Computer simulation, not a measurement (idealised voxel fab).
This is a process module. Its name is voxel capacitor over wiring.
This is section cut - it's 150 nm across, gridded in 5 nm square cells.
We lay out every cross-section as a grid of square cells and spell it out in bands from the top down, where one band means one or more rows of cells.
Top height, bottom height, nm. Materials left to right, width each, nm. Single material + "throughout" = fills band edge to edge. "blank" = empty.
Beneath 0, the wafer as received is one material, and that level is where height counting begins. The lowest band goes on downward without a bottom; it is written like "top 0, no bottom".
A two-number width, for instance "30->40", indicates that the width is equal to the first number in the top row of the band and to the second number in the bottom row, and that it changes by a constant amount per row of cells.
It should be understood that the words "changes: none", when stated for a given step, signify that the cross-section underwent no change in any of its cells during that step.
So "Closed void listing" is basically the list of trapped voids: any empty space of 8 cells or more that can't reach the top through an opening. They're written width x height at distance, the distance being from the left edge, and it's all nm.
Note: text after step settings on the step line = simulator remark on that step.
If you see "overlay nm" on a step's line and that step has a mask, it's telling you how far right of where it was planned the mask ended up; a negative number means it went left instead.

The steps planned for the process are as follows:
1,RECEIVE: material Si
2,CONFORMAL_DEP: material SiO2, thk nm 15
3,CONFORMAL_DEP: material SiCN, thk nm 5
4,DIRECTIONAL_DEP: material SiO2, thk nm 25
5,PATTERN: tone open, mask id METAL_1, material resist, width nm 20, pitch nm 90, thk nm 15, overlay nm 0
6,DIRECTIONAL_ETCH: etch materials SiO2, depth nm 25
7,DIRECTIONAL_ETCH: etch materials SiCN, depth nm 5
8,STRIP: etch materials resist
9,CONFORMAL_DEP: material TiN, thk nm 5
10,FILL_DEP: material W, thk nm 10
11,CMP: height nm 45
12,CONFORMAL_DEP: material SiCN, thk nm 5
13,DIRECTIONAL_DEP: material lowk, thk nm 10
14,MASKED_ETCH: tone open, mask id PLUG_1, width nm 15, etch materials lowk, depth nm 10, overlay nm 0
15,MASKED_ETCH: tone open, mask id PLUG_1, width nm 15, etch materials SiCN, depth nm 5, overlay nm 0
16,EPI: material Ru, thk nm 10
17,EPI: material Ru, thk nm 5
18,DIRECTIONAL_DEP: material TiN, thk nm 10
19,DIRECTIONAL_DEP: material HfO2, thk nm 5
20,DIRECTIONAL_DEP: material TiN, thk nm 10
21,MASKED_ETCH: tone cover, mask id UPPER_PLATE, width nm 75, etch materials TiN, depth nm 10, overlay nm 0
22,MASKED_ETCH: tone cover, mask id UPPER_PLATE, width nm 75, etch materials HfO2, depth nm 5, overlay nm 0
23,DIRECTIONAL_DEP: material aC, thk nm 15
24,PATTERN: tone cover, mask id LOWER_PLATE, material resist, width nm 85, thk nm 35, overlay nm 0
25,DIRECTIONAL_ETCH: etch materials aC, depth nm 15
26,STRIP: etch materials resist
27,DIRECTIONAL_ETCH: etch materials TiN, depth nm 10
28,STRIP: etch materials aC
29,FILL_DEP: material SiO2, thk nm 20
30,CMP: height nm 100
31,MASKED_ETCH: tone open, mask id PLUG_2, width nm 15, etch materials SiO2, depth nm 15, overlay nm 0
32,CONFORMAL_DEP: material TiN, thk nm 5
33,FILL_DEP: material Cu, thk nm 5
34,CMP: height nm 100
35,CONFORMAL_DEP: material SiCN, thk nm 5

Cross-section of the incoming wafer, state after step 1:
top 0, no bottom | Si throughout
Closed void listing: none

Figure: cross-sectional view of the wafer upon completion of the module, processed from the initial state and according to the plan depicted above, with one error introduced during execution:
top 105, bottom 100 | SiCN throughout
top 100, bottom 75 | TiN throughout
top 75, bottom 70 | TiN 25 nm, then HfO2 75 nm, then TiN 50 nm
top 70, bottom 60 | TiN throughout
top 60, bottom 50 | lowk 25 nm, then Ru 15 nm, then lowk 110 nm
top 50, bottom 45 | SiCN 25 nm, then Ru 15 nm, then SiCN 110 nm
top 45, bottom 20 | SiO2 20 nm, then TiN 5 nm, then W 10 nm, then TiN 5 nm, then SiO2 70 nm, then TiN 5 nm, then W 10 nm, then TiN 5 nm, then SiO2 20 nm
top 20, bottom 15 | SiCN 20 nm, then TiN 20 nm, then SiCN 70 nm, then TiN 20 nm, then SiCN 20 nm
top 15, bottom 0 | SiO2 throughout
top 0, no bottom | Si throughout
Closed void listing: none
Want to know what went wrong? note that step 29 departed from the planned setting and was carried out as FILL_DEP: material TiN, thk nm 20
